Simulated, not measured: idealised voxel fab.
process module | voxel wiring stack
cross-section cut | 290 nm wide | cells 5 nm
A cross-section is a grid of square cells, given in bands from the top down. A band is one or more rows of cells.
Each band's line starts with the height of the band's top and of its bottom, in nm. Then come its materials from left to right, each with its width in nm. One material with "throughout" fills the band from edge to edge. "air" is empty space.
Height 0 is the level under which the wafer as received is all one material. The lowest band goes on downwards, as in "0 down".
A width such as "30 to 40" changes by the same amount from each row of cells to the next, from the band's top row to its bottom row.
"no change" after a step means that no cell of the cross-section changed.
closed voids: empty space of 8 cells or more with no open way to the top, each as width x height at its distance from the left edge, in nm
after a step's settings: what the simulator itself notes on the step
overlay nm, on a step with a mask: how far to the right of its planned place the mask lay; to the left if negative
plan
1 op RECEIVE | material Si
2 op CONFORMAL_DEP | material SiO2 | thk nm 10
3 op CONFORMAL_DEP | material SiCN | thk nm 5
4 op DIRECTIONAL_DEP | material SiO2 | thk nm 25
5 op MASKED_ETCH | tone open | mask id METAL_1 | width nm 20 | pitch nm 45 | etch materials SiO2 | depth nm 25 | overlay nm 0
6 op MASKED_ETCH | tone open | mask id METAL_1 | width nm 20 | pitch nm 45 | etch materials SiCN | depth nm 5 | overlay nm 0
7 op CONFORMAL_DEP | material TiN | thk nm 5
8 op FILL_DEP | material Cu | thk nm 5
9 op CMP | height nm 40
10 op CONFORMAL_DEP | material SiCN | thk nm 5
11 op DIRECTIONAL_DEP | material SiO2 | thk nm 30
12 op MASKED_ETCH | tone open | mask id METAL_2 | width nm 20 | pitch nm 45 | etch materials SiO2 | depth nm 15 | overlay nm 0
13 op PATTERN | tone open | mask id METAL_2_HOLES | material resist | width nm 15 | thk nm 15 | overlay nm 0
14 op DIRECTIONAL_ETCH | etch materials SiO2 | depth nm 15
15 op DIRECTIONAL_ETCH | etch materials SiCN | depth nm 5
16 op STRIP | etch materials resist
17 op CONFORMAL_DEP | material TiN | thk nm 5
18 op FILL_DEP | material Cu | thk nm 5
19 op CMP | height nm 75
20 op CONFORMAL_DEP | material SiCN | thk nm 5
21 op DIRECTIONAL_DEP | material lowk | thk nm 30
22 op PATTERN | tone open | mask id METAL_3_HOLES | material resist | width nm 15 | pitch nm 45 | thk nm 20 | overlay nm 0
23 op DIRECTIONAL_ETCH | etch materials lowk | depth nm 30
24 op STRIP | etch materials resist
25 op MASKED_ETCH | tone open | mask id METAL_3 | width nm 20 | pitch nm 45 | etch materials lowk | depth nm 15 | overlay nm 0
26 op MASKED_ETCH | tone open | mask id METAL_3 | width nm 20 | pitch nm 45 | etch materials SiCN | depth nm 5 | overlay nm 0
27 op CONFORMAL_DEP | material TiN | thk nm 5
28 op FILL_DEP | material Ru | thk nm 5
29 op CMP | height nm 110
30 op CONFORMAL_DEP | material SiCN | thk nm 5
31 op DIRECTIONAL_DEP | material lowk | thk nm 35
32 op DIRECTIONAL_DEP | material aC | thk nm 10
33 op PATTERN | tone open | mask id METAL_4_HOLES | material resist | width nm 15 | thk nm 25 | overlay nm 0
34 op DIRECTIONAL_ETCH | etch materials aC | depth nm 10
35 op STRIP | etch materials resist
36 op DIRECTIONAL_ETCH | etch materials lowk | depth nm 35
37 op STRIP | etch materials aC
38 op PATTERN | tone open | mask id METAL_4 | material resist | width nm 20 | pitch nm 45 | thk nm 15 | overlay nm 0
39 op DIRECTIONAL_ETCH | etch materials lowk | depth nm 20
40 op DIRECTIONAL_ETCH | etch materials SiCN | depth nm 5
41 op STRIP | etch materials resist
42 op CONFORMAL_DEP | material TiN | thk nm 5
43 op FILL_DEP | material Cu | thk nm 10
44 op CMP | height nm 150
45 op CONFORMAL_DEP | material SiN | thk nm 5
as received, after step 1
  0 down: Si throughout
  closed voids: none
first wafer at the end, as planned
  155 to 150: SiN throughout
  150 to 135: lowk 110 | TiN 5 | Cu 10 | TiN 5 | lowk 25 | TiN 5 | Cu 10 | TiN 5 | lowk 115
  135 to 130: lowk 110 | TiN 5 | Cu 5 | TiN 10 | lowk 25 | TiN 20 | lowk 115
  130 to 115: lowk 110 | TiN 5 | Cu 5 | TiN 5 | lowk 165
  115 to 110: SiCN 110 | TiN 15 | SiCN 165
  110 to 100: lowk 110 | TiN 5 | Ru 10 | TiN 5 | lowk 25 | TiN 5 | Ru 10 | TiN 5 | lowk 115
  100 to 95: lowk 110 | TiN 5 | Ru 5 | TiN 10 | lowk 25 | TiN 5 | Ru 5 | TiN 10 | lowk 115
  95 to 80: lowk 110 | TiN 5 | Ru 5 | TiN 5 | lowk 30 | TiN 5 | Ru 5 | TiN 5 | lowk 120
  80 to 75: SiCN 110 | TiN 15 | SiCN 30 | TiN 15 | SiCN 120
  75 to 65: SiO2 110 | TiN 5 | Cu 10 | TiN 5 | SiO2 25 | TiN 5 | Cu 10 | TiN 5 | SiO2 115
  65 to 60: SiO2 110 | TiN 5 | Cu 5 | TiN 10 | SiO2 25 | TiN 20 | SiO2 115
  60 to 45: SiO2 110 | TiN 5 | Cu 5 | TiN 5 | SiO2 165
  45 to 40: SiCN 110 | TiN 15 | SiCN 165
  40 to 15: SiO2 110 | TiN 5 | Cu 10 | TiN 5 | SiO2 25 | TiN 5 | Cu 10 | TiN 5 | SiO2 115
  15 to 10: SiCN 110 | TiN 20 | SiCN 25 | TiN 20 | SiCN 115
  10 to 0: SiO2 throughout
  0 down: Si throughout
  closed voids: none
second wafer at the end: like start, like plan, one mistake
  155 to 150: SiN throughout
  150 to 135: lowk 110 | TiN 5 | Cu 10 | TiN 5 | lowk 25 | TiN 5 | Cu 10 | TiN 5 | lowk 115
  135 to 130: lowk 110 | TiN 5 | Cu 5 | TiN 10 | lowk 25 | TiN 20 | lowk 115
  130 to 115: lowk 110 | TiN 5 | Cu 5 | TiN 5 | lowk 165
  115 to 110: SiCN 110 | TiN 15 | SiCN 165
  110 to 100: lowk 110 | TiN 5 | Ru 5 | TiN 5 | lowk 30 | TiN 5 | Ru 5 | TiN 5 | lowk 120
  100 to 95: lowk 110 | TiN 15 | lowk 30 | TiN 15 | lowk 120
  95 to 80: lowk throughout
  80 to 75: SiCN throughout
  75 to 65: SiO2 110 | TiN 5 | Cu 10 | TiN 5 | SiO2 25 | TiN 5 | Cu 10 | TiN 5 | SiO2 115
  65 to 60: SiO2 110 | TiN 5 | Cu 5 | TiN 10 | SiO2 25 | TiN 20 | SiO2 115
  60 to 45: SiO2 110 | TiN 5 | Cu 5 | TiN 5 | SiO2 165
  45 to 40: SiCN 110 | TiN 15 | SiCN 165
  40 to 15: SiO2 110 | TiN 5 | Cu 10 | TiN 5 | SiO2 25 | TiN 5 | Cu 10 | TiN 5 | SiO2 115
  15 to 10: SiCN 110 | TiN 20 | SiCN 25 | TiN 20 | SiCN 115
  10 to 0: SiO2 throughout
  0 down: Si throughout
  closed voids: none
what went wrong: step 21 was run twice
at the end the second wafer has, in cells: 12 fewer of Ru | 6 more of SiCN | 18 fewer of TiN | 24 more of lowk
